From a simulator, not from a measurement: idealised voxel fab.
The name of this process module is voxel wiring stack.
For reference, the cross-section in this document is cut, with width 220 nm and square cells of 5 nm.
A cross-section is a grid of square cells, given in bands from the top down. A band is one or more rows of cells.
Band: top height; bottom height; in nm. Then, left to right: material with width in nm, for each material. "throughout": a single material spanning edge to edge. "empty": empty space.
It should be noted that heights are counted from 0, beneath which the wafer as supplied is of one material throughout, and that the lowest band possesses no lower boundary but continues downward, as written in "0..down".
When a width is written as two numbers, as in "30->40", the first number is the width in the top row of cells of the band and the second is the width in its bottom row, and the width changes by the same amount from each row to the next.
Any step labelled "no change" changed none of the cells in the cross-section.
The label "Closed void listing" introduces a list of the empty spaces, 8 cells or larger, that have no open way up to the top; each entry in it reads width x height at distance, where the distance is taken from the left edge and all three are stated in nm.
Whatever follows a step's settings on its line is a remark the simulator itself makes about that step.
"overlay nm" denotes, for a step that has a mask, the displacement of the mask to the right of its planned place, with negative values corresponding to the left.
## The following list gives the planned process steps
1 RECEIVE: material Si
2 CONFORMAL_DEP: material SiO2, thk nm 15
3 DIRECTIONAL_DEP: material TiN, thk nm 5
4 DIRECTIONAL_DEP: material W, thk nm 15
5 DIRECTIONAL_DEP: material aC, thk nm 10
6 PATTERN: tone cover, mask id METAL_1, material resist, width nm 25, pitch nm 40, thk nm 30, overlay nm 0
7 DIRECTIONAL_ETCH: etch materials aC, depth nm 10
8 STRIP: etch materials resist
9 DIRECTIONAL_ETCH: etch materials W, depth nm 15
10 DIRECTIONAL_ETCH: etch materials TiN, depth nm 5
11 STRIP: etch materials aC
12 CONFORMAL_DEP: material SiCN, thk nm 5
13 FILL_DEP: material SiO2, thk nm 5
14 CMP: height nm 35
15 CONFORMAL_DEP: material SiCN, thk nm 5
16 DIRECTIONAL_DEP: material SiO2, thk nm 30
17 DIRECTIONAL_DEP: material aC, thk nm 10
18 PATTERN: tone open, mask id METAL_2, material resist, width nm 25, pitch nm 40, thk nm 30, overlay nm 0
19 DIRECTIONAL_ETCH: etch materials aC, depth nm 10
20 STRIP: etch materials resist
21 DIRECTIONAL_ETCH: etch materials SiO2, depth nm 15
22 STRIP: etch materials aC
23 MASKED_ETCH: tone open, mask id METAL_2_HOLES, width nm 15, pitch nm 40, etch materials SiO2, depth nm 15, overlay nm 0
24 MASKED_ETCH: tone open, mask id METAL_2_HOLES, width nm 15, pitch nm 40, etch materials SiCN, depth nm 5, overlay nm 0
25 CONFORMAL_DEP: material TiN, thk nm 5
26 FILL_DEP: material Cu, thk nm 10
27 CMP: height nm 70
28 CONFORMAL_DEP: material SiN, thk nm 5
## Cross-section of the incoming wafer, state after step 1
    0..down  Si throughout
    Closed void listing: none
## End-of-module XS, first of two wafers, run as planned
    75..70  SiN throughout
    70..60  SiO2: 75  TiN: 5  Cu: 15  TiN: 5  SiO2: 15  TiN: 5  Cu: 15  TiN: 5  SiO2: 80
    60..55  SiO2: 75  TiN: 5  Cu: 5  TiN: 15  SiO2: 15  TiN: 5  Cu: 5  TiN: 15  SiO2: 80
    55..40  SiO2: 75  TiN: 5  Cu: 5  TiN: 5  SiO2: 25  TiN: 5  Cu: 5  TiN: 5  SiO2: 90
    40..35  SiCN: 75  TiN: 15  SiCN: 25  TiN: 15  SiCN: 90
    35..20  SiO2: 70  SiCN: 5  W: 25  SiCN: 5  SiO2: 5  SiCN: 5  W: 25  SiCN: 5  SiO2: 75
    20..15  SiCN: 75  TiN: 25  SiCN: 15  TiN: 25  SiCN: 80
    15..0  SiO2 throughout
    0..down  Si throughout
    Closed void listing: none
## This cross-section belongs to the second wafer of two at the end of the module; the start and the plan were shared with the first, and the run included one mistake
    75..70  SiN throughout
    70..60  SiO2: 75  TiN: 5  Cu: 15  TiN: 5  SiO2: 15  TiN: 5  Cu: 15  TiN: 5  SiO2: 80
    60..55  SiO2: 75  TiN: 5  Cu: 5  TiN: 15  SiO2: 15  TiN: 5  Cu: 5  TiN: 15  SiO2: 80
    55..40  SiO2: 75  TiN: 5  Cu: 5  TiN: 5  SiO2: 25  TiN: 5  Cu: 5  TiN: 5  SiO2: 90
    40..35  SiCN: 75  TiN: 15  SiCN: 25  TiN: 15  SiCN: 90
    35..25  SiO2: 70  SiCN: 5  W: 25  SiCN: 5  SiO2: 5  SiCN: 5  W: 25  SiCN: 5  SiO2: 75
    25..20  SiCN: 75  W: 25  SiCN: 15  W: 25  SiCN: 80
    20..5  SiO2 throughout
    5..0  TiN throughout
    0..down  Si throughout
    Closed void listing: none
Diagnosis: steps 2 and 3: order swapped relative to plan
In the final state, the cell counts of the second wafer exceed or fall short of those of the first for the following materials: SiCN: 4 fewer, SiO2: 30 fewer, TiN: 34 more
